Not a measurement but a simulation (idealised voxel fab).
Process module, titled voxel ribs on slabs
It is cross-section cut that appears here, measuring 280 nm in width, its square cells being 5 nm in size.
This document writes a cross-section as a grid whose cells are square, and gives it as bands, listed from the top down; one or more rows of cells form a band. Within each band entry, the heights of the top and of the bottom of the band appear first, in that order and in nm; the materials of the band then follow from left to right, each with its corresponding width in nm. The designation "everywhere" on a single material indicates that it fills the band from edge to edge; the designation "empty" indicates empty space. Measure heights from 0. That's the level where, below it, the as-received wafer is all one material. The lowest band is bottomless and extends downward; write it as in "0 and below". Note: "30->40" means the width goes from the first number (top row of the band) to the second number (bottom row) in equal steps per row of cells. "nothing different" means the step left every cell of the cross-section as it was. Under "Closed cavity list" you'll find the enclosed gaps, the ones with no way out to the top, that are 8 cells or bigger; each reads width x height at distance, with distance counted from the left edge, everything in nm. The remark found on a step's line after its settings is issued by the simulator itself and pertains to that step. overlay nm: where the mask lay relative to plan, measured to the right, on steps with a mask; negatives go left.
### This section lists the process steps that were planned
step 1: RECEIVE: material Si
step 2: DIRECTIONAL_DEP: material SiO2, thk nm 20
step 3: DIRECTIONAL_DEP: material SiN, thk nm 15
step 4: PATTERN: tone cover, mask id RIB, material resist, width nm 15, thk nm 15, overlay nm 0
step 5: DIRECTIONAL_ETCH: etch materials SiN, depth nm 5
step 6: STRIP: etch materials resist
step 7: DIRECTIONAL_DEP: material aC, thk nm 10
step 8: PATTERN: tone cover, mask id SLAB, material resist, width nm 65, thk nm 25, overlay nm 0
step 9: DIRECTIONAL_ETCH: etch materials aC, depth nm 10
step 10: STRIP: etch materials resist
step 11: DIRECTIONAL_ETCH: etch materials SiN, depth nm 10
step 12: STRIP: etch materials aC
step 13: FILL_DEP: material SiO2, thk nm 15
step 14: CMP: height nm 45
step 15: DIRECTIONAL_DEP: material W, thk nm 5
step 16: PATTERN: tone cover, mask id HEATER, material resist, width nm 25, thk nm 20, overlay nm 0
step 17: DIRECTIONAL_ETCH: etch materials W, depth nm 5
step 18: STRIP: etch materials resist
step 19: CONFORMAL_DEP: material SiO2, thk nm 5
### First of two wafers - as planned
### as received, after step 1
	0 and below  Si everywhere
	Closed cavity list: none
### Presented here is a cross-section of the wafer after step 2 has been performed
	20 down to 0  SiO2 everywhere
	Heights below 0 show no change.
### Presented here is a cross-section of the wafer after step 3 has been performed
	35 down to 20  SiN everywhere
	Heights below 20 show no change.
### Presented here is a cross-section of the wafer after step 4 has been performed
	50 down to 35  empty=130; resist=15; empty=135
	Heights below 35 show no change.
### Presented here is a cross-section of the wafer after step 5 has been performed
	50 down to 35  empty=130; resist=15; empty=135
	35 down to 30  empty=130; SiN=15; empty=135
	Heights below 30 show no change.
### Presented here is a cross-section of the wafer after step 6 has been performed
	35 down to 30  empty=130; SiN=15; empty=135
	Heights below 30 show no change.
### Presented here is a cross-section of the wafer after step 7 has been performed
	45 down to 40  empty=130; aC=15; empty=135
	40 down to 35  aC everywhere
	35 down to 30  aC=130; SiN=15; aC=135
	Heights below 30 show no change.
### Presented here is a cross-section of the wafer after step 8 has been performed
	70 down to 45  empty=105; resist=65; empty=110
	45 down to 40  empty=105; resist=25; aC=15; resist=25; empty=110
	Heights below 40 show no change.
### Presented here is a cross-section of the wafer after step 9 has been performed
	60 down to 45  empty=105; resist=65; empty=110
	45 down to 40  empty=105; resist=25; aC=15; resist=25; empty=110
	40 down to 35  empty=105; aC=65; empty=110
	35 down to 30  empty=105; aC=25; SiN=15; aC=25; empty=110
	Heights below 30 show no change.
### Presented here is a cross-section of the wafer after step 10 has been performed
	45 down to 35  empty=130->105; aC=15->65; empty=135->110
	Heights below 35 show no change.
### Presented here is a cross-section of the wafer after step 11 has been performed
	45 down to 35  empty=130->105; aC=15->65; empty=135->110
	35 down to 30  empty=105; aC=25; SiN=15; aC=25; empty=110
	30 down to 20  empty=105; SiN=65; empty=110
	Heights below 20 show no change.
### Presented here is a cross-section of the wafer after step 12 has been performed
	35 down to 30  empty=130; SiN=15; empty=135
	Heights below 30 show no change.
### Presented here is a cross-section of the wafer after step 13 has been performed
	50 down to 35  SiO2 everywhere
	35 down to 30  SiO2=130; SiN=15; SiO2=135
	30 down to 20  SiO2=105; SiN=65; SiO2=110
	Heights below 20 show no change.
### Presented here is a cross-section of the wafer after step 14 has been performed
	45 down to 35  SiO2 everywhere
	Heights below 35 show no change.
### Presented here is a cross-section of the wafer after step 15 has been performed
	50 down to 45  W everywhere
	Heights below 45 show no change.
### Presented here is a cross-section of the wafer after step 16 has been performed
	70 down to 50  empty=125; resist=25; empty=130
	Heights below 50 show no change.
### Presented here is a cross-section of the wafer after step 17 has been performed
	70 down to 50  empty=125; resist=25; empty=130
	50 down to 45  empty=125; W=25; empty=130
	Heights below 45 show no change.
### Presented here is a cross-section of the wafer after step 18 has been performed
	50 down to 45  empty=125; W=25; empty=130
	Heights below 45 show no change.
### Presented here is a cross-section of the wafer after step 19 has been performed
	55 down to 50  empty=120; SiO2=35; empty=125
	50 down to 45  SiO2=125; W=25; SiO2=130
	Heights below 45 show no change.
### Second of two: same start, same plan, one run error; steps up to and including 18 match the first
Cross-sectional view of the second wafer at the intended end time of process step 19: nothing different
Plan not followed: it should be noted that step 19 of the plan was omitted and was not performed
Once processing is complete, comparing cell counts shows that the second wafer has more or fewer of certain materials than the first: SiO2: 58 fewer
